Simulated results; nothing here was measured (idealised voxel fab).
process module | voxel self aligned contacts
cross-section cut | 220 nm wide | cells 5 nm
A cross-section is a grid of square cells, given in bands from the top down. A band is one or more rows of cells.
Each band's line starts with the height of the band's top and of its bottom, in nm. Then come its materials from left to right, each with its width in nm. One material with "throughout" fills the band from edge to edge. "air" is empty space.
Height 0 is the level under which the wafer as received is all one material. The lowest band goes on downwards, as in "0 down".
A width such as "30 to 40" changes by the same amount from each row of cells to the next, from the band's top row to its bottom row.
"no change" after a step means that no cell of the cross-section changed.
closed voids: empty space of 8 cells or more with no open way to the top, each as width x height at its distance from the left edge, in nm
after a step's settings: what the simulator itself notes on the step
overlay nm, on a step with a mask: how far to the right of its planned place the mask lay; to the left if negative
plan
1 op RECEIVE | material Si
2 op OXIDIZE | depth nm 5
3 op DIRECTIONAL_DEP | material polySi | thk nm 30
4 op DIRECTIONAL_DEP | material SiN | thk nm 25
5 op PATTERN | tone cover | mask id GATE | material resist | width nm 30 | pitch nm 70 | thk nm 15 | overlay nm 0
6 op DIRECTIONAL_ETCH | etch materials SiN | depth nm 25
7 op DIRECTIONAL_ETCH | etch materials polySi | depth nm 30
8 op STRIP | etch materials resist
9 op CONFORMAL_DEP | material SiN | thk nm 10
10 op DIRECTIONAL_ETCH | etch materials SiN | depth nm 10
11 op FILL_DEP | material SiO2 | thk nm 15
12 op CMP | height nm 60
13 op PATTERN | tone open | mask id CONTACT | material resist | width nm 50 | pitch nm 70 | thk nm 15 | overlay nm 0
14 op DIRECTIONAL_ETCH | etch materials SiO2 | depth nm 55
15 op STRIP | etch materials resist
16 op CONFORMAL_DEP | material TiN | thk nm 5
17 op FILL_DEP | material W | thk nm 10
18 op CMP | height nm 60
19 op CONFORMAL_DEP | material SiN | thk nm 5
varied across the wafers: depth nm of step 14. The plan shows the first wafer's value. All wafers start alike
first wafer as received, after step 1
  0 down: Si throughout
  closed voids: none
each wafer at the end: cells of each material gained (+) or lost (-) since it was received, then its closed voids
depth nm 55 | -44 Si | +266 SiN | +142 SiO2 | +60 TiN | +40 W | +108 polySi | closed voids: none
depth nm 60 | -44 Si | +266 SiN | +134 SiO2 | +64 TiN | +44 W | +108 polySi | closed voids: none
depth nm 65 | -44 Si | +266 SiN | +126 SiO2 | +68 TiN | +48 W | +108 polySi | closed voids: none
depth nm 70 | -44 Si | +266 SiN | +126 SiO2 | +68 TiN | +48 W | +108 polySi | closed voids: none
depth nm 75 | -44 Si | +266 SiN | +126 SiO2 | +68 TiN | +48 W | +108 polySi | closed voids: none
depth nm 80 | -44 Si | +266 SiN | +126 SiO2 | +68 TiN | +48 W | +108 polySi | closed voids: none
